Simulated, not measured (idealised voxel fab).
Process module under the name voxel ribs on slabs
The figure presents cross-section cut, which has a width of 175 nm and is divided into square cells with an edge length of 5 nm.
Square cells in a grid make up a cross-section in this document, and the grid is given as bands, listed from the top down, each one or more rows of cells. The band entry comprises the height of the band's top followed by the height of its bottom, expressed in nm, and subsequently the band's materials from left to right, each stated together with its width in nm. Where a single material is marked with the word "all across", that material fills the band from edge to edge. The word "blank" represents empty space. Heights are measured from 0, the level below which the as-received wafer is all one material; the lowest band has no bottom and continues downward, written as in "z 0 and below". When a width is written as two numbers, as in "30..40", the first number is the width in the top row of cells of the band and the second is the width in its bottom row, and the width changes by the same amount from each row to the next. "nothing altered" (step): cross-section cells unchanged, all of them. "Closed void register" lists enclosed empty spaces (at least 8 cells, no open path upward to the top), each as width x height at distance from the left edge, in nm. On a step's line, text after the settings is the simulator commenting on that step. overlay nm: on a step with a mask, how far right of its planned place the mask lay; negative means left.
[Process steps (planned)]
1) RECEIVE, material Si
2) DIRECTIONAL_DEP, material SiO2, thk nm 20
3) DIRECTIONAL_DEP, material SiN, thk nm 5
4) DIRECTIONAL_DEP, material aC, thk nm 10
5) PATTERN, tone cover, mask id RIB, material resist, width nm 25, thk nm 25, overlay nm 0
6) DIRECTIONAL_ETCH, etch materials aC, depth nm 10
7) STRIP, etch materials resist
8) DIRECTIONAL_ETCH, etch materials SiN, depth nm 5
9) STRIP, etch materials aC
10) MASKED_ETCH, tone cover, mask id SLAB, width nm 85, etch materials SiN, depth nm 10, overlay nm 0
11) FILL_DEP, material SiO2, thk nm 25
12) CMP, height nm 50
13) DIRECTIONAL_DEP, material W, thk nm 5
14) DIRECTIONAL_DEP, material aC, thk nm 10
15) PATTERN, tone cover, mask id HEATER, material resist, width nm 35, thk nm 25, overlay nm 0
16) DIRECTIONAL_ETCH, etch materials aC, depth nm 10
17) STRIP, etch materials resist
18) DIRECTIONAL_ETCH, etch materials W, depth nm 5
19) STRIP, etch materials aC
20) CONFORMAL_DEP, material SiO2, thk nm 5
The wafers in this document start out alike and differ in the thk nm applied at step 3; the plan shows the value used for the first wafer.
[The as-received cross-section of the first of several wafers corresponds to the state after step 1]
- z 0 and below | Si all across
- Closed void register: none
[First of several wafers, sectioned at end of module (last step: step 20)]
- z 60 to 55 | 65 nm blank | 45 nm SiO2 | 65 nm blank
- z 55 to 50 | 70 nm SiO2 | 35 nm W | 70 nm SiO2
- z 50 to 25 | SiO2 all across
- z 25 to 20 | 75 nm SiO2 | 25 nm SiN | 75 nm SiO2
- z 20 to 0 | SiO2 all across
- z 0 and below | Si all across
- Closed void register: none
[Here we cross-sectioned the last of the wafers once the module was done]
- z 60 to 55 | 65 nm blank | 45 nm SiO2 | 65 nm blank
- z 55 to 50 | 70 nm SiO2 | 35 nm W | 70 nm SiO2
- z 50 to 45 | 75 nm SiO2 | 25 nm SiN | 75 nm SiO2
- z 45 to 35 | 45 nm SiO2 | 85 nm SiN | 45 nm SiO2
- z 35 to 20 | SiN all across
- z 20 to 0 | SiO2 all across
- z 0 and below | Si all across
- Closed void register: none
[Per wafer, end of module: cells gained (+) or lost (-) per material since receipt, then closed voids]
thk nm 5; +5 SiN; +382 SiO2; +7 W; Closed void register: none
thk nm 10; +22 SiN; +365 SiO2; +7 W; Closed void register: none
thk nm 15; +39 SiN; +348 SiO2; +7 W; Closed void register: none
thk nm 20; +74 SiN; +313 SiO2; +7 W; Closed void register: none
thk nm 25; +109 SiN; +278 SiO2; +7 W; Closed void register: none
thk nm 30; +144 SiN; +243 SiO2; +7 W; Closed void register: none
